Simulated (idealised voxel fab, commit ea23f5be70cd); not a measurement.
Process module under the name voxel fin reveal
Square cells of 5 nm make up the cross-section cut, whose width is 255 nm.
A cross-section is written here as square cells arranged in a grid, and it is given in bands from the top down, each band taking up one or more rows of cells.
Look at the band entry: it leads with the top's height and the bottom's height in nm. Then it lists the materials left to right, with a width in nm for each. The word "full width" on a single material says that material fills the band edge to edge. The word "empty" is empty space.
Below 0: as-received wafer, all one material; heights counted from there. Lowest band: no bottom, goes on down, written "0 and below".
Quick explanation for "30..40": the width changes in equal steps down the rows of cells, from the first number in the band's top row to the second number in its bottom row.
Basically "changes: none" means that step didn't change any cell in the cross-section.
If an empty space has no open way to the top and is at least 8 cells in size, "Closed internal cavities" lists it, written width x height at distance, where distance is measured from the left edge and every value is in nm.
Heads up: the bit after the settings on a step's line is the simulator's remark on that step.
Each step line may optionally specify "overlay nm", which for a step with a mask gives the rightward distance between the mask's planned place and where it lay, a negative value indicating the leftward direction.
**Steps planned for the process**
step 1: RECEIVE with material Si
step 2: CONFORMAL_DEP with material SiN, thk nm 10
step 3: DIRECTIONAL_DEP with material aC, thk nm 15
step 4: PATTERN with tone cover, mask id FINS, material resist, width nm 15, pitch nm 35, thk nm 30, overlay nm 0
step 5: DIRECTIONAL_ETCH with etch materials aC, depth nm 15
step 6: STRIP with etch materials resist
step 7: DIRECTIONAL_ETCH with etch materials SiN, depth nm 10
step 8: DIRECTIONAL_ETCH with etch materials Si, depth nm 30
step 9: STRIP with etch materials aC
step 10: OXIDIZE with depth nm 5
step 11: FILL_DEP with material SiO2, thk nm 5
step 12: CMP with height nm 10
step 13: SELECTIVE_ETCH with etch materials SiO2, depth nm 30
step 14: STRIP with etch materials SiN
**Wafer, first of two, run as planned**
**Wafer cross-section on receipt, i.e. after step 1**
    0 and below | Si full width
    Closed internal cavities: none
**Wafer section view after processing step 2**
    10 down to 0 | SiN full width
    Nothing below the height 0 has changed.
**Wafer section view after processing step 3**
    25 down to 10 | aC full width
    Nothing below the height 10 has changed.
**Wafer section view after processing step 4**
    55 down to 25 | empty 100, then resist 15, then empty 20, then resist 15, then empty 105
    Nothing below the height 25 has changed.
**Wafer section view after processing step 5**
    40 down to 25 | empty 100, then resist 15, then empty 20, then resist 15, then empty 105
    25 down to 10 | empty 100, then aC 15, then empty 20, then aC 15, then empty 105
    Nothing below the height 10 has changed.
**Wafer section view after processing step 6**
    25 down to 10 | empty 100, then aC 15, then empty 20, then aC 15, then empty 105
    Nothing below the height 10 has changed.
**Wafer section view after processing step 7**
    25 down to 10 | empty 100, then aC 15, then empty 20, then aC 15, then empty 105
    10 down to 0 | empty 100, then SiN 15, then empty 20, then SiN 15, then empty 105
    Nothing below the height 0 has changed.
**Wafer section view after processing step 8**
    25 down to 10 | empty 100, then aC 15, then empty 20, then aC 15, then empty 105
    10 down to 0 | empty 100, then SiN 15, then empty 20, then SiN 15, then empty 105
    0 down to -30 | empty 100, then Si 15, then empty 20, then Si 15, then empty 105
    Nothing below the height -30 has changed.
**Wafer section view after processing step 9**
    10 down to 0 | empty 100, then SiN 15, then empty 20, then SiN 15, then empty 105
    Nothing below the height 0 has changed.
**Wafer section view after processing step 10**
    10 down to 0 | empty 100, then SiN 15, then empty 20, then SiN 15, then empty 105
    0 down to -30 | empty 100, then SiO2 5, then Si 5, then SiO2 5, then empty 20, then SiO2 5, then Si 5, then SiO2 5, then empty 105
    -30 down to -35 | SiO2 105, then Si 5, then SiO2 30, then Si 5, then SiO2 110
    Nothing below the height -35 has changed.
**Wafer section view after processing step 11**
    15 down to 10 | SiO2 full width
    10 down to 0 | SiO2 100, then SiN 15, then SiO2 20, then SiN 15, then SiO2 105
    0 down to -35 | SiO2 105, then Si 5, then SiO2 30, then Si 5, then SiO2 110
    Nothing below the height -35 has changed.
**Wafer section view after processing step 12**
    10 down to 0 | SiO2 100, then SiN 15, then SiO2 20, then SiN 15, then SiO2 105
    Nothing below the height 0 has changed.
**Wafer section view after processing step 13**
    10 down to 0 | empty 100, then SiN 15, then empty 20, then SiN 15, then empty 105
    0 down to -20 | empty 105, then Si 5, then empty 30, then Si 5, then empty 110
    Nothing below the height -20 has changed.
**Wafer section view after processing step 14**
    0 down to -20 | empty 105, then Si 5, then empty 30, then Si 5, then empty 110
    Nothing below the height -20 has changed.
**The second wafer began exactly as the first did and followed the same plan, but one mistake was made while running it; through step 5 inclusive, the two wafers are identical**
Cross-section of the second wafer at the time step 6 of the plan should have ended: changes: none
**Cross-section of the second wafer at the time step 7 of the plan should have ended**
    40 down to 25 | empty 100, then resist 15, then empty 20, then resist 15, then empty 105
    25 down to 10 | empty 100, then aC 15, then empty 20, then aC 15, then empty 105
    10 down to 0 | empty 100, then SiN 15, then empty 20, then SiN 15, then empty 105
    Nothing below the height 0 has changed.
**Cross-section of the second wafer at the time step 8 of the plan should have ended**
    40 down to 25 | empty 100, then resist 15, then empty 20, then resist 15, then empty 105
    25 down to 10 | empty 100, then aC 15, then empty 20, then aC 15, then empty 105
    10 down to 0 | empty 100, then SiN 15, then empty 20, then SiN 15, then empty 105
    0 down to -30 | empty 100, then Si 15, then empty 20, then Si 15, then empty 105
    Nothing below the height -30 has changed.
**Cross-section of the second wafer at the time step 9 of the plan should have ended**
    10 down to 0 | empty 100, then SiN 15, then empty 20, then SiN 15, then empty 105
    Nothing below the height 0 has changed.
**Cross-section of the second wafer at the time step 10 of the plan should have ended**
    10 down to 0 | empty 100, then SiN 15, then empty 20, then SiN 15, then empty 105
    0 down to -30 | empty 100, then SiO2 5, then Si 5, then SiO2 5, then empty 20, then SiO2 5, then Si 5, then SiO2 5, then empty 105
    -30 down to -35 | SiO2 105, then Si 5, then SiO2 30, then Si 5, then SiO2 110
    Nothing below the height -35 has changed.
**Cross-section of the second wafer at the time step 11 of the plan should have ended**
    15 down to 10 | SiO2 full width
    10 down to 0 | SiO2 100, then SiN 15, then SiO2 20, then SiN 15, then SiO2 105
    0 down to -35 | SiO2 105, then Si 5, then SiO2 30, then Si 5, then SiO2 110
    Nothing below the height -35 has changed.
**Cross-section of the second wafer at the time step 12 of the plan should have ended**
    10 down to 0 | SiO2 100, then SiN 15, then SiO2 20, then SiN 15, then SiO2 105
    Nothing below the height 0 has changed.
**Cross-section of the second wafer at the time step 13 of the plan should have ended**
    10 down to 0 | empty 100, then SiN 15, then empty 20, then SiN 15, then empty 105
    0 down to -20 | empty 105, then Si 5, then empty 30, then Si 5, then empty 110
    Nothing below the height -20 has changed.
**Cross-section of the second wafer at the time step 14 of the plan should have ended**
    0 down to -20 | empty 105, then Si 5, then empty 30, then Si 5, then empty 110
    Nothing below the height -20 has changed.
Error vs. plan: step 6 from the plan never happened, it was just skipped
Result: same final cross-section on the two wafers, so no effect from the mistake in this model.
